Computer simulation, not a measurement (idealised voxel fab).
The name of this process module is voxel self aligned vias.
The figure presents cross-section cut, which has a width of 270 nm and is divided into square cells with an edge length of 5 nm.
A cross-section is a grid of square cells, given in bands from the top down. A band is one or more rows of cells.
It is stipulated that each band's entry specify, in nanometres, the height of the top of the band and then that of its bottom, followed by the materials of the band in left-to-right sequence, each together with its width in nanometres. A single material marked by the word "full width" is understood to fill the band from edge to edge; the word "air" is understood to denote empty space.
Where do heights start? At 0: under that level the wafer as delivered is made of one material only. And the lowest band has no floor; it just carries on downward, as in "0 -> down".
Width "30->40": first value at the band's top row of cells, second value at its bottom row, equal change from row to row.
A step reported as "no modifications" is a step in which no cell of the cross-section changed.
"Sealed internal cavities" specifies each empty space that is not open to the top and that occupies no fewer than 8 cells, using the form width x height at distance, the distance measured from the left edge and all three quantities in nm.
On each step's line, the part that comes after the settings is the simulator's own comment on the step.
"overlay nm", when on a step's line for a step with a mask, measures how far to the right of its planned place the mask lay; a negative measure means to the left.

### plan
1) RECEIVE, material Si
2) CONFORMAL_DEP, material SiO2, thk nm 15
3) CONFORMAL_DEP, material SiCN, thk nm 5
4) DIRECTIONAL_DEP, material SiO2, thk nm 25
5) DIRECTIONAL_DEP, material aC, thk nm 15
6) PATTERN, tone open, mask id LINES, material resist, width nm 25, pitch nm 65, thk nm 35, overlay nm 0
7) DIRECTIONAL_ETCH, etch materials aC, depth nm 15
8) STRIP, etch materials resist
9) DIRECTIONAL_ETCH, etch materials SiO2, depth nm 25
10) STRIP, etch materials aC
11) CONFORMAL_DEP, material TiN, thk nm 5
12) FILL_DEP, material W, thk nm 10
13) CMP, height nm 45
14) SELECTIVE_ETCH, etch materials W Ru TiN, depth nm 10
15) FILL_DEP, material SiN, thk nm 10
16) CMP, height nm 45
17) DIRECTIONAL_DEP, material SiO2, thk nm 20
18) DIRECTIONAL_DEP, material aC, thk nm 15
19) PATTERN, tone open, mask id VIAS, material resist, width nm 35, pitch nm 65, thk nm 35, overlay nm 0
20) DIRECTIONAL_ETCH, etch materials aC, depth nm 15
21) STRIP, etch materials resist
22) DIRECTIONAL_ETCH, etch materials SiO2, depth nm 20
23) DIRECTIONAL_ETCH, etch materials SiN, depth nm 10
24) STRIP, etch materials aC
25) CONFORMAL_DEP, material TiN, thk nm 5
26) FILL_DEP, material W, thk nm 10
27) CMP, height nm 65
28) CONFORMAL_DEP, material SiN, thk nm 5

### Step 1 complete: cross-section of the wafer as received
* 0 -> down | Si full width
* Sealed internal cavities: none

### Starting wafer: above. Plan: above. Run: one mistake. Cross-section after the module: below
* 70 -> 65 | SiN full width
* 65 -> 50 | 90 of SiO2, 5 of TiN, 20 of W, 5 of TiN, 35 of SiO2, 5 of TiN, 20 of W, 5 of TiN, 85 of SiO2
* 50 -> 40 | 90 of SiO2, 5 of TiN, 15 of W, 10->5 of TiN, 35->40 of SiO2, 5 of TiN, 15 of W, 10->5 of TiN, 85->90 of SiO2
* 40 -> 35 | 90 of SiO2, 25 of TiN, 40 of SiO2, 25 of TiN, 90 of SiO2
* 35 -> 25 | 90 of SiO2, 5 of TiN, 15 of W, 5 of TiN, 40 of SiO2, 5 of TiN, 15 of W, 5 of TiN, 90 of SiO2
* 25 -> 20 | 90 of SiO2, 25 of TiN, 40 of SiO2, 25 of TiN, 90 of SiO2
* 20 -> 15 | SiCN full width
* 15 -> 0 | SiO2 full width
* 0 -> down | Si full width
* Sealed internal cavities: none
Short version of what went wrong: heads up, step 19 didn't go per plan, it actually ran as PATTERN, tone open, mask id VIAS, material resist, width nm 30, pitch nm 65, thk nm 35, overlay nm 0
